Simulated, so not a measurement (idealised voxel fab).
Process module under the name voxel capacitor over wiring
Cross-section cut: width 255 nm, square cells of 5 nm.
In this document a cross-section is written as a grid of square cells. It is given as a series of bands, listed from the top down, and a band is one or more rows of cells. The band entry comprises the height of the band's top followed by the height of its bottom, expressed in nm, and subsequently the band's materials from left to right, each stated together with its width in nm. Where a single material is marked with the word "edge to edge", that material fills the band from edge to edge. The word "blank" represents empty space. It should be noted that heights are counted from 0, beneath which the wafer as supplied is of one material throughout, and that the lowest band possesses no lower boundary but continues downward, as written in "0 -> down". With a width like "30 to 40", each row of cells in the band differs from the next by the same amount, the top row carrying the first number and the bottom row the second. What does "nothing got changed" mean for a step? It means no cell of the cross-section changed in that step. You'll see "Enclosed void entries" listing empty spaces that have no way open to the top, as long as they're 8 cells or more; the notation is width x height at distance, where the distance is from the left edge, and all of it is in nm. Past the settings on a step's line: simulator remark, on that step. Steps that use a mask can have "overlay nm" on their line. It says how far the mask sat to the right of where it was meant to be. Negative means to the left. Pairs, read this way: before one process step on the one hand, after it on the other, the after cross-section ending at the lowest band that changed; the step between, settings included, beneath. Same starting wafer throughout, but possibly different runs of this module, so no pair continues from the pair above unless its entry headed "Prior to step" says so.

[Prior to step]
> 75 -> 65 | blank (50), then TiN (70), then blank (10), then TiN (70), then blank (55)
> 65 -> 60 | blank (50), then SiN (70), then blank (10), then SiN (70), then blank (55)
> 60 -> 55 | TiN edge to edge
> 55 -> 50 | TiN (50), then Ru (35), then lowk (15), then Ru (20), then TiN (10), then Ru (70), then TiN (55)
> 50 -> 45 | SiN (50), then Ru (35), then lowk (15), then Ru (20), then SiN (10), then Ru (70), then SiN (55)
> 45 -> 40 | TiN (50), then Ru (35), then SiCN (15), then Ru (20), then TiN (10), then Ru (70), then TiN (55)
> 40 -> 35 | SiCN (65), then Ru (40), then SiCN (40), then Ru (40), then SiCN (70)
> 35 -> 15 | SiO2 (70), then TiN (5), then Ru (20), then TiN (5), then SiO2 (50), then TiN (5), then Ru (20), then TiN (5), then SiO2 (75)
> 15 -> 10 | SiN (70), then TiN (30), then SiN (50), then TiN (30), then SiN (75)
> 10 -> 0 | SiO2 edge to edge
> 0 -> down | Si edge to edge
> Enclosed void entries: none

[Post-Step Geometry]
> 85 -> 75 | blank (50), then aC (70), then blank (10), then aC (70), then blank (55)
> 75 -> 70 | blank (50), then TiN (70), then blank (10), then TiN (70), then blank (55)
> 70 -> 65 | aC (50), then TiN (70), then aC (10), then TiN (70), then aC (55)
> 65 -> 60 | aC (50), then SiN (70), then aC (10), then SiN (70), then aC (55)
> Below a height of 60, the structure has not been altered.
> Enclosed void entries: none
Intermediate step for the cross-sections above: DIRECTIONAL_DEP, material aC, thk nm 10

Prior to step: equal to the after panel directly above.

[Post-Step Geometry]
> 110 -> 85 | blank (85), then resist (55), then blank (115)
> 85 -> 75 | blank (50), then aC (70), then resist (10), then aC (70), then blank (55)
> 75 -> 70 | blank (50), then TiN (70), then resist (10), then TiN (70), then blank (55)
> Below a height of 70, the structure has not been altered.
> Enclosed void entries: none
Intermediate step for the cross-sections above: PATTERN, tone cover, mask id UPPER_PLATE, material resist, width nm 55, thk nm 25, overlay nm 0

Prior to step: equal to the after panel directly above.

[Post-Step Geometry]
> 100 -> 85 | blank (85), then resist (55), then blank (115)
> 85 -> 75 | blank (85), then aC (35), then resist (10), then aC (10), then blank (115)
> 75 -> 70 | blank (50), then TiN (70), then resist (10), then TiN (70), then blank (55)
> 70 -> 65 | blank (50), then TiN (70), then aC (10), then TiN (70), then blank (55)
> 65 -> 60 | blank (50), then SiN (70), then aC (10), then SiN (70), then blank (55)
> Below a height of 60, the structure has not been altered.
> Enclosed void entries: none
Intermediate step for the cross-sections above: DIRECTIONAL_ETCH, etch materials aC, depth nm 10

Prior to step: equal to the after panel directly above.

[Post-Step Geometry]
> 85 -> 75 | blank (85), then aC (35), then blank (10), then aC (10), then blank (115)
> 75 -> 70 | blank (50), then TiN (70), then blank (10), then TiN (70), then blank (55)
> Below a height of 70, the structure has not been altered.
> Enclosed void entries: none
Intermediate step for the cross-sections above: STRIP, etch materials resist

Prior to step: equal to the after panel directly above.

[Post-Step Geometry]
> 85 -> 75 | blank (85), then aC (35), then blank (10), then aC (10), then blank (115)
> 75 -> 70 | blank (85), then TiN (35), then blank (10), then TiN (10), then blank (115)
> 70 -> 65 | blank (85), then TiN (35), then aC (10), then TiN (10), then blank (115)
> 65 -> 60 | blank (50), then SiN (70), then aC (10), then SiN (70), then blank (55)
> 60 -> 55 | blank (50), then TiN (150), then blank (55)
> 55 -> 50 | blank (50), then Ru (35), then lowk (15), then Ru (20), then TiN (10), then Ru (70), then blank (55)
> Below a height of 50, the structure has not been altered.
> Enclosed void entries: none
Intermediate step for the cross-sections above: DIRECTIONAL_ETCH, etch materials TiN, depth nm 10

Prior to step: equal to the after panel directly above.

[Post-Step Geometry]
> 85 -> 75 | blank (85), then aC (35), then blank (10), then aC (10), then blank (115)
> 75 -> 70 | blank (85), then TiN (35), then blank (10), then TiN (10), then blank (115)
> 70 -> 65 | blank (85), then TiN (35), then aC (10), then TiN (10), then blank (115)
> 65 -> 60 | blank (85), then SiN (35), then aC (10), then SiN (10), then blank (115)
> 60 -> 55 | blank (50), then TiN (150), then blank (55)
> 55 -> 50 | blank (50), then Ru (35), then lowk (15), then Ru (20), then TiN (10), then Ru (70), then blank (55)
> 50 -> 45 | blank (50), then Ru (35), then lowk (15), then Ru (20), then SiN (10), then Ru (70), then blank (55)
> Below a height of 45, the structure has not been altered.
> Enclosed void entries: none
Intermediate step for the cross-sections above: DIRECTIONAL_ETCH, etch materials SiN, depth nm 5

Prior to step: equal to the after panel directly above.

[Post-Step Geometry]
> 75 -> 65 | blank (85), then TiN (35), then blank (10), then TiN (10), then blank (115)
> 65 -> 60 | blank (85), then SiN (35), then blank (10), then SiN (10), then blank (115)
> Below a height of 60, the structure has not been altered.
> Enclosed void entries: none
Intermediate step for the cross-sections above: STRIP, etch materials aC

Prior to step: equal to the after panel directly above.

[Post-Step Geometry]
> 95 -> 75 | blank (80), then resist (65), then blank (110)
> 75 -> 65 | blank (80), then resist (5), then TiN (35), then resist (10), then TiN (10), then resist (5), then blank (110)
> 65 -> 60 | blank (80), then resist (5), then SiN (35), then resist (10), then SiN (10), then resist (5), then blank (110)
> Below a height of 60, the structure has not been altered.
> Enclosed void entries: none
Intermediate step for the cross-sections above: PATTERN, tone cover, mask id LOWER_PLATE, material resist, width nm 65, thk nm 20, overlay nm 0

Prior to step: equal to the after panel directly above.

[Post-Step Geometry]
> 95 -> 75 | blank (80), then resist (65), then blank (110)
> 75 -> 65 | blank (80), then resist (5), then TiN (35), then resist (10), then TiN (10), then resist (5), then blank (110)
> 65 -> 60 | blank (80), then resist (5), then SiN (35), then resist (10), then SiN (10), then resist (5), then blank (110)
> 60 -> 55 | blank (80), then TiN (65), then blank (110)
> 55 -> 50 | blank (50), then Ru (35), then lowk (15), then Ru (20), then TiN (10), then Ru (70), then blank (55)
> 50 -> 45 | blank (50), then Ru (35), then lowk (15), then Ru (20), then SiN (10), then Ru (70), then blank (55)
> 45 -> 40 | blank (50), then Ru (35), then SiCN (15), then Ru (20), then TiN (10), then Ru (70), then blank (55)
> Below a height of 40, the structure has not been altered.
> Enclosed void entries: none
Intermediate step for the cross-sections above: DIRECTIONAL_ETCH, etch materials TiN, depth nm 5

Prior to step: equal to the after panel directly above.

[Post-Step Geometry]
> 75 -> 65 | blank (85), then TiN (35), then blank (10), then TiN (10), then blank (115)
> 65 -> 60 | blank (85), then SiN (35), then blank (10), then SiN (10), then blank (115)
> Below a height of 60, the structure has not been altered.
> Enclosed void entries: none
Intermediate step for the cross-sections above: STRIP, etch materials resist

Prior to step: equal to the after panel directly above.

[Post-Step Geometry]
> 90 -> 75 | SiO2 edge to edge
> 75 -> 65 | SiO2 (85), then TiN (35), then SiO2 (10), then TiN (10), then SiO2 (115)
> 65 -> 60 | SiO2 (85), then SiN (35), then SiO2 (10), then SiN (10), then SiO2 (115)
> 60 -> 55 | SiO2 (80), then TiN (65), then SiO2 (110)
> 55 -> 50 | SiO2 (50), then Ru (35), then lowk (15), then Ru (20), then TiN (10), then Ru (70), then SiO2 (55)
> 50 -> 45 | SiO2 (50), then Ru (35), then lowk (15), then Ru (20), then SiN (10), then Ru (70), then SiO2 (55)
> 45 -> 40 | SiO2 (50), then Ru (35), then SiCN (15), then Ru (20), then TiN (10), then Ru (70), then SiO2 (55)
> Below a height of 40, the structure has not been altered.
> Enclosed void entries: none
Intermediate step for the cross-sections above: FILL_DEP, material SiO2, thk nm 15

Prior to step: equal to the after panel directly above.

[Post-Step Geometry]
> 85 -> 75 | SiO2 edge to edge
> Below a height of 75, the structure has not been altered.
> Enclosed void entries: none
Intermediate step for the cross-sections above: CMP, height nm 85

Prior to step: equal to the after panel directly above.

[Post-Step Geometry]
> 95 -> 85 | aC edge to edge
> Below a height of 85, the structure has not been altered.
> Enclosed void entries: none
Intermediate step for the cross-sections above: DIRECTIONAL_DEP, material aC, thk nm 10

Prior to step: equal to the after panel directly above.

[Post-Step Geometry]
> 125 -> 95 | resist (95), then blank (15), then resist (145)
> Below a height of 95, the structure has not been altered.
> Enclosed void entries: none
Intermediate step for the cross-sections above: PATTERN, tone open, mask id PLUG_2, material resist, width nm 15, thk nm 30, overlay nm 0

Prior to step: equal to the after panel directly above.

[Post-Step Geometry]
> 115 -> 95 | resist (95), then blank (15), then resist (145)
> 95 -> 85 | aC (95), then blank (15), then aC (145)
> Below a height of 85, the structure has not been altered.
> Enclosed void entries: none
Intermediate step for the cross-sections above: DIRECTIONAL_ETCH, etch materials aC, depth nm 10

Prior to step: equal to the after panel directly above.

[Post-Step Geometry]
> 95 -> 85 | aC (95), then blank (15), then aC (145)
> Below a height of 85, the structure has not been altered.
> Enclosed void entries: none
Intermediate step for the cross-sections above: STRIP, etch materials resist

Prior to step: equal to the after panel directly above.

[Post-Step Geometry]
> 95 -> 85 | aC (95), then blank (15), then aC (145)
> 85 -> 75 | SiO2 (95), then blank (15), then SiO2 (145)
> Below a height of 75, the structure has not been altered.
> Enclosed void entries: none
Intermediate step for the cross-sections above: DIRECTIONAL_ETCH, etch materials SiO2, depth nm 10

Prior to step: equal to the after panel directly above.

[Post-Step Geometry]
> 85 -> 75 | SiO2 (95), then blank (15), then SiO2 (145)
> Below a height of 75, the structure has not been altered.
> Enclosed void entries: none
Intermediate step for the cross-sections above: STRIP, etch materials aC

Prior to step: equal to the after panel directly above.

[Post-Step Geometry]
> 90 -> 85 | TiN (100), then blank (5), then TiN (150)
> 85 -> 80 | SiO2 (95), then TiN (5), then blank (5), then TiN (5), then SiO2 (145)
> 80 -> 75 | SiO2 (95), then TiN (15), then SiO2 (145)
> Below a height of 75, the structure has not been altered.
> Enclosed void entries: none
Intermediate step for the cross-sections above: CONFORMAL_DEP, material TiN, thk nm 5

Prior to step: equal to the after panel directly above.

[Post-Step Geometry]
> 95 -> 90 | Ru edge to edge
> 90 -> 85 | TiN (100), then Ru (5), then TiN (150)
> 85 -> 80 | SiO2 (95), then TiN (5), then Ru (5), then TiN (5), then SiO2 (145)
> Below a height of 80, the structure has not been altered.
> Enclosed void entries: none
Intermediate step for the cross-sections above: FILL_DEP, material Ru, thk nm 5

Prior to step: equal to the after panel directly above.

[Post-Step Geometry]
> 85 -> 80 | SiO2 (95), then TiN (5), then Ru (5), then TiN (5), then SiO2 (145)
> Below a height of 80, the structure has not been altered.
> Enclosed void entries: none
Intermediate step for the cross-sections above: CMP, height nm 85

Prior to step: equal to the after panel directly above.

[Post-Step Geometry]
> 90 -> 85 | SiN edge to edge
> Below a height of 85, the structure has not been altered.
> Enclosed void entries: none
Intermediate step for the cross-sections above: CONFORMAL_DEP, material SiN, thk nm 5
